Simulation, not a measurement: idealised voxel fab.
Process module heading - voxel transistor to metal
The cross-section shown here is cut; it is 205 nm wide and divided into square cells measuring 5 nm on a side.
Cross-section = grid of square cells, listed top down in bands; band = one or more rows. Per band: top height and bottom height in nm, followed by the left-to-right materials and their widths in nm; "everywhere" marks a single material spanning edge to edge, "air" marks empty space. We count height from 0. Below that, the starting wafer is all one material. The lowest band never ends at the bottom but goes on down; see "0 down" for how that is written. Think of "30->40" as a width that walks from the first number to the second as you go down the band, top row to bottom row, taking equal-sized steps from row to row. Step note "remained the same" = no cross-section cell changed. Closed-off voids of 8+ cells (no open route to the top) go in "Closed cavity list", written width x height at distance from the left edge, in nm. Whatever follows a step's settings on its line is a remark the simulator itself makes about that step. "overlay nm" answers the question of how far to the right of plan the mask lay on a step that has a mask, and when it is negative the answer is to the left. From here on the document is pairs. In a pair, the cross-section before one process step comes with the cross-section after it, and the latter goes no deeper than the lowest band that changed. What lies in between, the step and its settings, is written under the pair. A pair may be from a different run of this module on the same starting wafer than the pair above it, so it continues from that pair only where its entry headed "Pre-process cross-section" says so.

Pre-process cross-section:
65 to 55 = 55 of air, then 15 of aC, then 65 of air, then 15 of aC, then 55 of air
55 to 40 = W everywhere
40 to 35 = TiN everywhere
35 to 20 = 55 of SiO2, then 5 of TiN, then 5 of W, then 5 of TiN, then 65 of SiO2, then 5 of TiN, then 5 of W, then 5 of TiN, then 55 of SiO2
20 to 5 = 55 of SiO2, then 5 of TiN, then 5 of W, then 5 of TiN, then 10 of SiO2, then 10 of SiN, then 5 of HfO2, then 5 of TiN, then 5 of W, then 5 of TiN, then 5 of HfO2, then 10 of SiN, then 10 of SiO2, then 5 of TiN, then 5 of W, then 5 of TiN, then 55 of SiO2
5 to 0 = 55 of SiO2, then 15 of TiN, then 10 of SiO2, then 10 of SiN, then 5 of HfO2, then 15 of TiN, then 5 of HfO2, then 10 of SiN, then 10 of SiO2, then 15 of TiN, then 55 of SiO2
0 to -5 = 45 of SiO2, then 35 of nSi, then 5 of SiO2, then 35 of HfO2, then 5 of SiO2, then 25 of nSi, then 55 of SiO2
-5 to -35 = 50 of SiO2, then 95 of Si, then 60 of SiO2
-35 down = Si everywhere
Closed cavity list: none

Sectional Result:
65 to 55 = 55 of air, then 15 of aC, then 65 of air, then 15 of aC, then 55 of air
55 to 40 = 55 of air, then 15 of W, then 65 of air, then 15 of W, then 55 of air
Under 40: no change, same as before.
Closed cavity list: none
The structure goes from the before cross-section above to the after cross-section through DIRECTIONAL_ETCH with etch materials W, depth nm 15

Pre-process cross-section: check the pair just above; its after cross-section is our before state.

Sectional Result:
65 to 55 = 55 of air, then 15 of aC, then 65 of air, then 15 of aC, then 55 of air
55 to 40 = 55 of air, then 15 of W, then 65 of air, then 15 of W, then 55 of air
40 to 35 = 55 of air, then 15 of TiN, then 65 of air, then 15 of TiN, then 55 of air
Under 35: no change, same as before.
Closed cavity list: none
The structure goes from the before cross-section above to the after cross-section through DIRECTIONAL_ETCH with etch materials TiN, depth nm 5

Pre-process cross-section: check the pair just above; its after cross-section is our before state.

Sectional Result:
55 to 40 = 55 of air, then 15 of W, then 65 of air, then 15 of W, then 55 of air
Under 40: no change, same as before.
Closed cavity list: none
The structure goes from the before cross-section above to the after cross-section through STRIP with etch materials aC

Pre-process cross-section: check the pair just above; its after cross-section is our before state.

Sectional Result:
60 to 55 = 50 of air, then 25 of SiCN, then 55 of air, then 25 of SiCN, then 50 of air
55 to 40 = 50 of air, then 5 of SiCN, then 15 of W, then 5 of SiCN, then 55 of air, then 5 of SiCN, then 15 of W, then 5 of SiCN, then 50 of air
40 to 35 = 55 of SiCN, then 15 of TiN, then 65 of SiCN, then 15 of TiN, then 55 of SiCN
Under 35: no change, same as before.
Closed cavity list: none
The structure goes from the before cross-section above to the after cross-section through CONFORMAL_DEP with material SiCN, thk nm 5

Pre-process cross-section: check the pair just above; its after cross-section is our before state.

Sectional Result:
70 to 60 = SiO2 everywhere
60 to 55 = 50 of SiO2, then 25 of SiCN, then 55 of SiO2, then 25 of SiCN, then 50 of SiO2
55 to 40 = 50 of SiO2, then 5 of SiCN, then 15 of W, then 5 of SiCN, then 55 of SiO2, then 5 of SiCN, then 15 of W, then 5 of SiCN, then 50 of SiO2
Under 40: no change, same as before.
Closed cavity list: none
The structure goes from the before cross-section above to the after cross-section through FILL_DEP with material SiO2, thk nm 10

Pre-process cross-section: check the pair just above; its after cross-section is our before state.

Sectional Result:
55 to 40 = 50 of SiO2, then 5 of SiCN, then 15 of W, then 5 of SiCN, then 55 of SiO2, then 5 of SiCN, then 15 of W, then 5 of SiCN, then 50 of SiO2
Under 40: no change, same as before.
Closed cavity list: none
The structure goes from the before cross-section above to the after cross-section through CMP with height nm 55

Pre-process cross-section: check the pair just above; its after cross-section is our before state.

Sectional Result:
60 to 55 = SiCN everywhere
Under 55: no change, same as before.
Closed cavity list: none
The structure goes from the before cross-section above to the after cross-section through CONFORMAL_DEP with material SiCN, thk nm 5

Pre-process cross-section: check the pair just above; its after cross-section is our before state.

Sectional Result:
90 to 60 = SiO2 everywhere
Under 60: no change, same as before.
Closed cavity list: none
The structure goes from the before cross-section above to the after cross-section through DIRECTIONAL_DEP with material SiO2, thk nm 30

Pre-process cross-section: check the pair just above; its after cross-section is our before state.

Sectional Result:
90 to 70 = 55 of SiO2, then 15 of air, then 65 of SiO2, then 15 of air, then 55 of SiO2
Under 70: no change, same as before.
Closed cavity list: none
The structure goes from the before cross-section above to the after cross-section through MASKED_ETCH with tone open, mask id METAL_2, width nm 15, pitch nm 80, etch materials SiO2, depth nm 20, overlay nm 0

Pre-process cross-section: check the pair just above; its after cross-section is our before state.

Sectional Result:
105 to 90 = 55 of aC, then 15 of air, then 65 of aC, then 15 of air, then 55 of aC
90 to 85 = 55 of SiO2, then 15 of air, then 65 of SiO2, then 15 of air, then 55 of SiO2
85 to 70 = 55 of SiO2, then 15 of aC, then 65 of SiO2, then 15 of aC, then 55 of SiO2
Under 70: no change, same as before.
Closed cavity list: none
The structure goes from the before cross-section above to the after cross-section through DIRECTIONAL_DEP with material aC, thk nm 15

Pre-process cross-section: check the pair just above; its after cross-section is our before state.

Sectional Result:
140 to 105 = 55 of resist, then 15 of air, then 65 of resist, then 15 of air, then 55 of resist
Under 105: no change, same as before.
Closed cavity list: none
The structure goes from the before cross-section above to the after cross-section through PATTERN with tone open, mask id METAL_2_HOLES, material resist, width nm 15, pitch nm 80, thk nm 35, overlay nm 0

Pre-process cross-section: check the pair just above; its after cross-section is our before state.

Sectional Result:
125 to 105 = 55 of resist, then 15 of air, then 65 of resist, then 15 of air, then 55 of resist
105 to 90 = 55 of aC, then 15 of air, then 65 of aC, then 15 of air, then 55 of aC
90 to 70 = 55 of SiO2, then 15 of air, then 65 of SiO2, then 15 of air, then 55 of SiO2
Under 70: no change, same as before.
Closed cavity list: none
The structure goes from the before cross-section above to the after cross-section through DIRECTIONAL_ETCH with etch materials aC, depth nm 15

Pre-process cross-section: check the pair just above; its after cross-section is our before state.

Sectional Result:
105 to 90 = 55 of aC, then 15 of air, then 65 of aC, then 15 of air, then 55 of aC
Under 90: no change, same as before.
Closed cavity list: none
The structure goes from the before cross-section above to the after cross-section through STRIP with etch materials resist

Pre-process cross-section: check the pair just above; its after cross-section is our before state.

Sectional Result:
105 to 90 = 55 of aC, then 15 of air, then 65 of aC, then 15 of air, then 55 of aC
90 to 60 = 55 of SiO2, then 15 of air, then 65 of SiO2, then 15 of air, then 55 of SiO2
Under 60: no change, same as before.
Closed cavity list: none
The structure goes from the before cross-section above to the after cross-section through DIRECTIONAL_ETCH with etch materials SiO2, depth nm 10

Pre-process cross-section: check the pair just above; its after cross-section is our before state.

Sectional Result:
105 to 90 = 55 of aC, then 15 of air, then 65 of aC, then 15 of air, then 55 of aC
90 to 60 = 55 of SiO2, then 15 of air, then 65 of SiO2, then 15 of air, then 55 of SiO2
60 to 55 = 55 of SiCN, then 15 of air, then 65 of SiCN, then 15 of air, then 55 of SiCN
Under 55: no change, same as before.
Closed cavity list: none
The structure goes from the before cross-section above to the after cross-section through DIRECTIONAL_ETCH with etch materials SiCN, depth nm 5

Pre-process cross-section: check the pair just above; its after cross-section is our before state.

Sectional Result:
90 to 60 = 55 of SiO2, then 15 of air, then 65 of SiO2, then 15 of air, then 55 of SiO2
Under 60: no change, same as before.
Closed cavity list: none
The structure goes from the before cross-section above to the after cross-section through STRIP with etch materials aC

Pre-process cross-section: check the pair just above; its after cross-section is our before state.

Sectional Result:
95 to 90 = 60 of TiN, then 5 of air, then 75 of TiN, then 5 of air, then 60 of TiN
90 to 60 = 55 of SiO2, then 5 of TiN, then 5 of air, then 5 of TiN, then 65 of SiO2, then 5 of TiN, then 5 of air, then 5 of TiN, then 55 of SiO2
60 to 55 = 55 of SiCN, then 15 of TiN, then 65 of SiCN, then 15 of TiN, then 55 of SiCN
Under 55: no change, same as before.
Closed cavity list: none
The structure goes from the before cross-section above to the after cross-section through CONFORMAL_DEP with material TiN, thk nm 5

Pre-process cross-section: check the pair just above; its after cross-section is our before state.

Sectional Result:
100 to 95 = Cu everywhere
95 to 90 = 60 of TiN, then 5 of Cu, then 75 of TiN, then 5 of Cu, then 60 of TiN
90 to 60 = 55 of SiO2, then 5 of TiN, then 5 of Cu, then 5 of TiN, then 65 of SiO2, then 5 of TiN, then 5 of Cu, then 5 of TiN, then 55 of SiO2
Under 60: no change, same as before.
Closed cavity list: none
The structure goes from the before cross-section above to the after cross-section through FILL_DEP with material Cu, thk nm 5

Pre-process cross-section: check the pair just above; its after cross-section is our before state.

Sectional Result:
90 to 60 = 55 of SiO2, then 5 of TiN, then 5 of Cu, then 5 of TiN, then 65 of SiO2, then 5 of TiN, then 5 of Cu, then 5 of TiN, then 55 of SiO2
Under 60: no change, same as before.
Closed cavity list: none
The structure goes from the before cross-section above to the after cross-section through CMP with height nm 90

Pre-process cross-section: check the pair just above; its after cross-section is our before state.

Sectional Result:
95 to 90 = SiCN everywhere
Under 90: no change, same as before.
Closed cavity list: none
The structure goes from the before cross-section above to the after cross-section through CONFORMAL_DEP with material SiCN, thk nm 5

Pre-process cross-section:
40 to 35 = 60 of TiN, then 5 of air, then 75 of TiN, then 5 of air, then 60 of TiN
35 to 20 = 55 of SiO2, then 5 of TiN, then 5 of air, then 5 of TiN, then 65 of SiO2, then 5 of TiN, then 5 of air, then 5 of TiN, then 55 of SiO2
20 to 5 = 55 of SiO2, then 5 of TiN, then 5 of air, then 5 of TiN, then 10 of SiO2, then 10 of SiN, then 5 of HfO2, then 5 of TiN, then 5 of W, then 5 of TiN, then 5 of HfO2, then 10 of SiN, then 10 of SiO2, then 5 of TiN, then 5 of air, then 5 of TiN, then 55 of SiO2
5 to 0 = 55 of SiO2, then 15 of TiN, then 10 of SiO2, then 10 of SiN, then 5 of HfO2, then 15 of TiN, then 5 of HfO2, then 10 of SiN, then 10 of SiO2, then 15 of TiN, then 55 of SiO2
0 to -5 = 50 of SiO2, then 30 of nSi, then 5 of SiO2, then 35 of HfO2, then 5 of SiO2, then 30 of nSi, then 50 of SiO2
-5 to -35 = 55 of SiO2, then 95 of Si, then 55 of SiO2
-35 down = Si everywhere
Closed cavity list: none

Sectional Result:
45 to 40 = HfO2 everywhere
40 to 35 = 60 of TiN, then 5 of HfO2, then 75 of TiN, then 5 of HfO2, then 60 of TiN
35 to 20 = 55 of SiO2, then 5 of TiN, then 5 of HfO2, then 5 of TiN, then 65 of SiO2, then 5 of TiN, then 5 of HfO2, then 5 of TiN, then 55 of SiO2
20 to 5 = 55 of SiO2, then 5 of TiN, then 5 of HfO2, then 5 of TiN, then 10 of SiO2, then 10 of SiN, then 5 of HfO2, then 5 of TiN, then 5 of W, then 5 of TiN, then 5 of HfO2, then 10 of SiN, then 10 of SiO2, then 5 of TiN, then 5 of HfO2, then 5 of TiN, then 55 of SiO2
Under 5: no change, same as before.
Closed cavity list: none
The structure goes from the before cross-section above to the after cross-section through FILL_DEP with material HfO2, thk nm 5

Pre-process cross-section: check the pair just above; its after cross-section is our before state.

Sectional Result:
35 to 20 = 55 of SiO2, then 5 of TiN, then 5 of HfO2, then 5 of TiN, then 65 of SiO2, then 5 of TiN, then 5 of HfO2, then 5 of TiN, then 55 of SiO2
Under 20: no change, same as before.
Closed cavity list: none
The structure goes from the before cross-section above to the after cross-section through CMP with height nm 35

Pre-process cross-section: check the pair just above; its after cross-section is our before state.

Sectional Result:
40 to 35 = TiN everywhere
Under 35: no change, same as before.
Closed cavity list: none
The structure goes from the before cross-section above to the after cross-section through DIRECTIONAL_DEP with material TiN, thk nm 5

Pre-process cross-section: check the pair just above; its after cross-section is our before state.

Sectional Result:
55 to 40 = W everywhere
Under 40: no change, same as before.
Closed cavity list: none
The structure goes from the before cross-section above to the after cross-section through DIRECTIONAL_DEP with material W, thk nm 15

Pre-process cross-section: check the pair just above; its after cross-section is our before state.

Sectional Result:
65 to 55 = aC everywhere
Under 55: no change, same as before.
Closed cavity list: none
The structure goes from the before cross-section above to the after cross-section through DIRECTIONAL_DEP with material aC, thk nm 10

Pre-process cross-section: check the pair just above; its after cross-section is our before state.

Sectional Result:
90 to 65 = 55 of air, then 15 of resist, then 65 of air, then 15 of resist, then 55 of air
Under 65: no change, same as before.
Closed cavity list: none
The structure goes from the before cross-section above to the after cross-section through PATTERN with tone cover, mask id METAL_1, material resist, width nm 15, pitch nm 80, thk nm 25, overlay nm 0

Pre-process cross-section: check the pair just above; its after cross-section is our before state.

Sectional Result:
80 to 65 = 55 of air, then 15 of resist, then 65 of air, then 15 of resist, then 55 of air
65 to 55 = 55 of air, then 15 of aC, then 65 of air, then 15 of aC, then 55 of air
Under 55: no change, same as before.
Closed cavity list: none
The structure goes from the before cross-section above to the after cross-section through DIRECTIONAL_ETCH with etch materials aC, depth nm 10

Pre-process cross-section: check the pair just above; its after cross-section is our before state.

Sectional Result:
65 to 55 = 55 of air, then 15 of aC, then 65 of air, then 15 of aC, then 55 of air
Under 55: no change, same as before.
Closed cavity list: none
The structure goes from the before cross-section above to the after cross-section through STRIP with etch materials resist

Pre-process cross-section: check the pair just above; its after cross-section is our before state.

Sectional Result:
65 to 55 = 55 of air, then 15 of aC, then 65 of air, then 15 of aC, then 55 of air
55 to 40 = 55 of air, then 15 of W, then 65 of air, then 15 of W, then 55 of air
Under 40: no change, same as before.
Closed cavity list: none
The structure goes from the before cross-section above to the after cross-section through DIRECTIONAL_ETCH with etch materials W, depth nm 15

Pre-process cross-section: check the pair just above; its after cross-section is our before state.

Sectional Result:
65 to 55 = 55 of air, then 15 of aC, then 65 of air, then 15 of aC, then 55 of air
55 to 40 = 55 of air, then 15 of W, then 65 of air, then 15 of W, then 55 of air
40 to 35 = 55 of air, then 15 of TiN, then 65 of air, then 15 of TiN, then 55 of air
Under 35: no change, same as before.
Closed cavity list: none
The structure goes from the before cross-section above to the after cross-section through DIRECTIONAL_ETCH with etch materials TiN, depth nm 5

Pre-process cross-section: check the pair just above; its after cross-section is our before state.

Sectional Result:
55 to 40 = 55 of air, then 15 of W, then 65 of air, then 15 of W, then 55 of air
Under 40: no change, same as before.
Closed cavity list: none
The structure goes from the before cross-section above to the after cross-section through STRIP with etch materials aC

Pre-process cross-section: check the pair just above; its after cross-section is our before state.

Sectional Result:
60 to 55 = 50 of air, then 25 of SiCN, then 55 of air, then 25 of SiCN, then 50 of air
55 to 40 = 50 of air, then 5 of SiCN, then 15 of W, then 5 of SiCN, then 55 of air, then 5 of SiCN, then 15 of W, then 5 of SiCN, then 50 of air
40 to 35 = 55 of SiCN, then 15 of TiN, then 65 of SiCN, then 15 of TiN, then 55 of SiCN
Under 35: no change, same as before.
Closed cavity list: none
The structure goes from the before cross-section above to the after cross-section through CONFORMAL_DEP with material SiCN, thk nm 5

Pre-process cross-section: check the pair just above; its after cross-section is our before state.

Sectional Result:
70 to 60 = SiO2 everywhere
60 to 55 = 50 of SiO2, then 25 of SiCN, then 55 of SiO2, then 25 of SiCN, then 50 of SiO2
55 to 40 = 50 of SiO2, then 5 of SiCN, then 15 of W, then 5 of SiCN, then 55 of SiO2, then 5 of SiCN, then 15 of W, then 5 of SiCN, then 50 of SiO2
Under 40: no change, same as before.
Closed cavity list: none
The structure goes from the before cross-section above to the after cross-section through FILL_DEP with material SiO2, thk nm 10

Pre-process cross-section: check the pair just above; its after cross-section is our before state.

Sectional Result:
55 to 40 = 50 of SiO2, then 5 of SiCN, then 15 of W, then 5 of SiCN, then 55 of SiO2, then 5 of SiCN, then 15 of W, then 5 of SiCN, then 50 of SiO2
Under 40: no change, same as before.
Closed cavity list: none
The structure goes from the before cross-section above to the after cross-section through CMP with height nm 55

Pre-process cross-section: check the pair just above; its after cross-section is our before state.

Sectional Result:
60 to 55 = SiCN everywhere
Under 55: no change, same as before.
Closed cavity list: none
The structure goes from the before cross-section above to the after cross-section through CONFORMAL_DEP with material SiCN, thk nm 5

Pre-process cross-section: check the pair just above; its after cross-section is our before state.

Sectional Result:
90 to 60 = SiO2 everywhere
Under 60: no change, same as before.
Closed cavity list: none
The structure goes from the before cross-section above to the after cross-section through DIRECTIONAL_DEP with material SiO2, thk nm 30

Pre-process cross-section: check the pair just above; its after cross-section is our before state.

Sectional Result:
90 to 70 = 55 of SiO2, then 15 of air, then 65 of SiO2, then 15 of air, then 55 of SiO2
Under 70: no change, same as before.
Closed cavity list: none
The structure goes from the before cross-section above to the after cross-section through MASKED_ETCH with tone open, mask id METAL_2, width nm 15, pitch nm 80, etch materials SiO2, depth nm 20, overlay nm 0

Pre-process cross-section: check the pair just above; its after cross-section is our before state.

Sectional Result:
105 to 90 = 55 of aC, then 15 of air, then 65 of aC, then 15 of air, then 55 of aC
90 to 85 = 55 of SiO2, then 15 of air, then 65 of SiO2, then 15 of air, then 55 of SiO2
85 to 70 = 55 of SiO2, then 15 of aC, then 65 of SiO2, then 15 of aC, then 55 of SiO2
Under 70: no change, same as before.
Closed cavity list: none
The structure goes from the before cross-section above to the after cross-section through DIRECTIONAL_DEP with material aC, thk nm 15

Pre-process cross-section: check the pair just above; its after cross-section is our before state.

Sectional Result:
140 to 105 = 55 of resist, then 15 of air, then 65 of resist, then 15 of air, then 55 of resist
Under 105: no change, same as before.
Closed cavity list: none
The structure goes from the before cross-section above to the after cross-section through PATTERN with tone open, mask id METAL_2_HOLES, material resist, width nm 15, pitch nm 80, thk nm 35, overlay nm 0

Pre-process cross-section: check the pair just above; its after cross-section is our before state.

Sectional Result:
125 to 105 = 55 of resist, then 15 of air, then 65 of resist, then 15 of air, then 55 of resist
105 to 90 = 55 of aC, then 15 of air, then 65 of aC, then 15 of air, then 55 of aC
90 to 70 = 55 of SiO2, then 15 of air, then 65 of SiO2, then 15 of air, then 55 of SiO2
Under 70: no change, same as before.
Closed cavity list: none
The structure goes from the before cross-section above to the after cross-section through DIRECTIONAL_ETCH with etch materials aC, depth nm 15

Pre-process cross-section: check the pair just above; its after cross-section is our before state.

Sectional Result:
105 to 90 = 55 of aC, then 15 of air, then 65 of aC, then 15 of air, then 55 of aC
Under 90: no change, same as before.
Closed cavity list: none
The structure goes from the before cross-section above to the after cross-section through STRIP with etch materials resist

Pre-process cross-section: check the pair just above; its after cross-section is our before state.

Sectional Result:
105 to 90 = 55 of aC, then 15 of air, then 65 of aC, then 15 of air, then 55 of aC
90 to 60 = 55 of SiO2, then 15 of air, then 65 of SiO2, then 15 of air, then 55 of SiO2
Under 60: no change, same as before.
Closed cavity list: none
The structure goes from the before cross-section above to the after cross-section through DIRECTIONAL_ETCH with etch materials SiO2, depth nm 10

Pre-process cross-section: check the pair just above; its after cross-section is our before state.

Sectional Result:
105 to 90 = 55 of aC, then 15 of air, then 65 of aC, then 15 of air, then 55 of aC
90 to 60 = 55 of SiO2, then 15 of air, then 65 of SiO2, then 15 of air, then 55 of SiO2
60 to 55 = 55 of SiCN, then 15 of air, then 65 of SiCN, then 15 of air, then 55 of SiCN
Under 55: no change, same as before.
Closed cavity list: none
The structure goes from the before cross-section above to the after cross-section through DIRECTIONAL_ETCH with etch materials SiCN, depth nm 5

Pre-process cross-section: check the pair just above; its after cross-section is our before state.

Sectional Result:
90 to 60 = 55 of SiO2, then 15 of air, then 65 of SiO2, then 15 of air, then 55 of SiO2
Under 60: no change, same as before.
Closed cavity list: none
The structure goes from the before cross-section above to the after cross-section through STRIP with etch materials aC

Pre-process cross-section: check the pair just above; its after cross-section is our before state.

Sectional Result:
95 to 90 = 60 of TiN, then 5 of air, then 75 of TiN, then 5 of air, then 60 of TiN
90 to 60 = 55 of SiO2, then 5 of TiN, then 5 of air, then 5 of TiN, then 65 of SiO2, then 5 of TiN, then 5 of air, then 5 of TiN, then 55 of SiO2
60 to 55 = 55 of SiCN, then 15 of TiN, then 65 of SiCN, then 15 of TiN, then 55 of SiCN
Under 55: no change, same as before.
Closed cavity list: none
The structure goes from the before cross-section above to the after cross-section through CONFORMAL_DEP with material TiN, thk nm 5

Pre-process cross-section: check the pair just above; its after cross-section is our before state.

Sectional Result:
100 to 95 = Cu everywhere
95 to 90 = 60 of TiN, then 5 of Cu, then 75 of TiN, then 5 of Cu, then 60 of TiN
90 to 60 = 55 of SiO2, then 5 of TiN, then 5 of Cu, then 5 of TiN, then 65 of SiO2, then 5 of TiN, then 5 of Cu, then 5 of TiN, then 55 of SiO2
Under 60: no change, same as before.
Closed cavity list: none
The structure goes from the before cross-section above to the after cross-section through FILL_DEP with material Cu, thk nm 5

Pre-process cross-section: check the pair just above; its after cross-section is our before state.

Sectional Result:
90 to 60 = 55 of SiO2, then 5 of TiN, then 5 of Cu, then 5 of TiN, then 65 of SiO2, then 5 of TiN, then 5 of Cu, then 5 of TiN, then 55 of SiO2
Under 60: no change, same as before.
Closed cavity list: none
The structure goes from the before cross-section above to the after cross-section through CMP with height nm 90

Pre-process cross-section: check the pair just above; its after cross-section is our before state.

Sectional Result:
95 to 90 = SiCN everywhere
Under 90: no change, same as before.
Closed cavity list: none
The structure goes from the before cross-section above to the after cross-section through CONFORMAL_DEP with material SiCN, thk nm 5

Pre-process cross-section:
35 to 20 = SiO2 everywhere
20 to 5 = 80 of SiO2, then 10 of SiN, then 5 of HfO2, then 5 of TiN, then 5 of W, then 5 of TiN, then 5 of HfO2, then 10 of SiN, then 80 of SiO2
5 to 0 = 80 of SiO2, then 10 of SiN, then 5 of HfO2, then 15 of TiN, then 5 of HfO2, then 10 of SiN, then 80 of SiO2
0 to -5 = 50 of SiO2, then 30 of nSi, then 5 of SiO2, then 35 of HfO2, then 5 of SiO2, then 30 of nSi, then 50 of SiO2
-5 to -35 = 55 of SiO2, then 95 of Si, then 55 of SiO2
-35 down = Si everywhere
Closed cavity list: none

Sectional Result:
35 to 20 = 55 of air, then 15 of SiO2, then 65 of air, then 15 of SiO2, then 55 of air
20 to 5 = 55 of air, then 15 of SiO2, then 10 of air, then 10 of SiN, then 5 of HfO2, then 5 of TiN, then 5 of W, then 5 of TiN, then 5 of HfO2, then 10 of SiN, then 10 of air, then 15 of SiO2, then 55 of air
5 to 0 = 55 of air, then 15 of SiO2, then 10 of air, then 10 of SiN, then 5 of HfO2, then 15 of TiN, then 5 of HfO2, then 10 of SiN, then 10 of air, then 15 of SiO2, then 55 of air
Under 0: no change, same as before.
Closed cavity list: none
The structure goes from the before cross-section above to the after cross-section through MASKED_ETCH with tone cover, mask id CONTACT, width nm 15, pitch nm 80, etch materials SiO2, depth nm 35, overlay nm 0

Pre-process cross-section: check the pair just above; its after cross-section is our before state.

Sectional Result:
40 to 35 = 50 of air, then 25 of TiN, then 55 of air, then 25 of TiN, then 50 of air
35 to 25 = 50 of air, then 5 of TiN, then 15 of SiO2, then 5 of TiN, then 55 of air, then 5 of TiN, then 15 of SiO2, then 5 of TiN, then 50 of air
25 to 20 = 50 of air, then 5 of TiN, then 15 of SiO2, then 65 of TiN, then 15 of SiO2, then 5 of TiN, then 50 of air
20 to 5 = 50 of air, then 5 of TiN, then 15 of SiO2, then 10 of TiN, then 10 of SiN, then 5 of HfO2, then 5 of TiN, then 5 of W, then 5 of TiN, then 5 of HfO2, then 10 of SiN, then 10 of TiN, then 15 of SiO2, then 5 of TiN, then 50 of air
5 to 0 = 55 of TiN, then 15 of SiO2, then 10 of TiN, then 10 of SiN, then 5 of HfO2, then 15 of TiN, then 5 of HfO2, then 10 of SiN, then 10 of TiN, then 15 of SiO2, then 55 of TiN
Under 0: no change, same as before.
Closed cavity list: none
The structure goes from the before cross-section above to the after cross-section through CONFORMAL_DEP with material TiN, thk nm 5

Pre-process cross-section: check the pair just above; its after cross-section is our before state.

Sectional Result:
45 to 40 = W everywhere
40 to 35 = 50 of W, then 25 of TiN, then 55 of W, then 25 of TiN, then 50 of W
35 to 25 = 50 of W, then 5 of TiN, then 15 of SiO2, then 5 of TiN, then 55 of W, then 5 of TiN, then 15 of SiO2, then 5 of TiN, then 50 of W
25 to 20 = 50 of W, then 5 of TiN, then 15 of SiO2, then 65 of TiN, then 15 of SiO2, then 5 of TiN, then 50 of W
20 to 5 = 50 of W, then 5 of TiN, then 15 of SiO2, then 10 of TiN, then 10 of SiN, then 5 of HfO2, then 5 of TiN, then 5 of W, then 5 of TiN, then 5 of HfO2, then 10 of SiN, then 10 of TiN, then 15 of SiO2, then 5 of TiN, then 50 of W
Under 5: no change, same as before.
Closed cavity list: none
The structure goes from the before cross-section above to the after cross-section through FILL_DEP with material W, thk nm 5

Pre-process cross-section: check the pair just above; its after cross-section is our before state.

Sectional Result:
35 to 25 = 50 of W, then 5 of TiN, then 15 of SiO2, then 5 of TiN, then 55 of W, then 5 of TiN, then 15 of SiO2, then 5 of TiN, then 50 of W
Under 25: no change, same as before.
Closed cavity list: none
The structure goes from the before cross-section above to the after cross-section through CMP with height nm 35

Pre-process cross-section: check the pair just above; its after cross-section is our before state.

Sectional Result:
40 to 35 = TiN everywhere
Under 35: no change, same as before.
Closed cavity list: none
The structure goes from the before cross-section above to the after cross-section through DIRECTIONAL_DEP with material TiN, thk nm 5

Pre-process cross-section: check the pair just above; its after cross-section is our before state.

Sectional Result:
55 to 40 = W everywhere
Under 40: no change, same as before.
Closed cavity list: none
The structure goes from the before cross-section above to the after cross-section through DIRECTIONAL_DEP with material W, thk nm 15

Pre-process cross-section: check the pair just above; its after cross-section is our before state.

Sectional Result:
65 to 55 = aC everywhere
Under 55: no change, same as before.
Closed cavity list: none
The structure goes from the before cross-section above to the after cross-section through DIRECTIONAL_DEP with material aC, thk nm 10

Pre-process cross-section: check the pair just above; its after cross-section is our before state.

Sectional Result:
90 to 65 = 55 of air, then 15 of resist, then 65 of air, then 15 of resist, then 55 of air
Under 65: no change, same as before.
Closed cavity list: none
The structure goes from the before cross-section above to the after cross-section through PATTERN with tone cover, mask id METAL_1, material resist, width nm 15, pitch nm 80, thk nm 25, overlay nm 0

Pre-process cross-section: check the pair just above; its after cross-section is our before state.

Sectional Result:
80 to 65 = 55 of air, then 15 of resist, then 65 of air, then 15 of resist, then 55 of air
65 to 55 = 55 of air, then 15 of aC, then 65 of air, then 15 of aC, then 55 of air
Under 55: no change, same as before.
Closed cavity list: none
The structure goes from the before cross-section above to the after cross-section through DIRECTIONAL_ETCH with etch materials aC, depth nm 10

Pre-process cross-section: check the pair just above; its after cross-section is our before state.

Sectional Result:
65 to 55 = 55 of air, then 15 of aC, then 65 of air, then 15 of aC, then 55 of air
Under 55: no change, same as before.
Closed cavity list: none
The structure goes from the before cross-section above to the after cross-section through STRIP with etch materials resist

Pre-process cross-section: check the pair just above; its after cross-section is our before state.

Sectional Result:
65 to 55 = 55 of air, then 15 of aC, then 65 of air, then 15 of aC, then 55 of air
55 to 40 = 55 of air, then 15 of W, then 65 of air, then 15 of W, then 55 of air
Under 40: no change, same as before.
Closed cavity list: none
The structure goes from the before cross-section above to the after cross-section through DIRECTIONAL_ETCH with etch materials W, depth nm 15

Pre-process cross-section: check the pair just above; its after cross-section is our before state.

Sectional Result:
65 to 55 = 55 of air, then 15 of aC, then 65 of air, then 15 of aC, then 55 of air
55 to 40 = 55 of air, then 15 of W, then 65 of air, then 15 of W, then 55 of air
40 to 35 = 55 of air, then 15 of TiN, then 65 of air, then 15 of TiN, then 55 of air
Under 35: no change, same as before.
Closed cavity list: none
The structure goes from the before cross-section above to the after cross-section through DIRECTIONAL_ETCH with etch materials TiN, depth nm 5

Pre-process cross-section: check the pair just above; its after cross-section is our before state.

Sectional Result:
55 to 40 = 55 of air, then 15 of W, then 65 of air, then 15 of W, then 55 of air
Under 40: no change, same as before.
Closed cavity list: none
The structure goes from the before cross-section above to the after cross-section through STRIP with etch materials aC

Pre-process cross-section: check the pair just above; its after cross-section is our before state.

Sectional Result:
60 to 55 = 50 of air, then 25 of SiCN, then 55 of air, then 25 of SiCN, then 50 of air
55 to 40 = 50 of air, then 5 of SiCN, then 15 of W, then 5 of SiCN, then 55 of air, then 5 of SiCN, then 15 of W, then 5 of SiCN, then 50 of air
40 to 35 = 55 of SiCN, then 15 of TiN, then 65 of SiCN, then 15 of TiN, then 55 of SiCN
Under 35: no change, same as before.
Closed cavity list: none
The structure goes from the before cross-section above to the after cross-section through CONFORMAL_DEP with material SiCN, thk nm 5

Pre-process cross-section: check the pair just above; its after cross-section is our before state.

Sectional Result:
70 to 60 = SiO2 everywhere
60 to 55 = 50 of SiO2, then 25 of SiCN, then 55 of SiO2, then 25 of SiCN, then 50 of SiO2
55 to 40 = 50 of SiO2, then 5 of SiCN, then 15 of W, then 5 of SiCN, then 55 of SiO2, then 5 of SiCN, then 15 of W, then 5 of SiCN, then 50 of SiO2
Under 40: no change, same as before.
Closed cavity list: none
The structure goes from the before cross-section above to the after cross-section through FILL_DEP with material SiO2, thk nm 10

Pre-process cross-section: check the pair just above; its after cross-section is our before state.

Sectional Result:
55 to 40 = 50 of SiO2, then 5 of SiCN, then 15 of W, then 5 of SiCN, then 55 of SiO2, then 5 of SiCN, then 15 of W, then 5 of SiCN, then 50 of SiO2
Under 40: no change, same as before.
Closed cavity list: none
The structure goes from the before cross-section above to the after cross-section through CMP with height nm 55
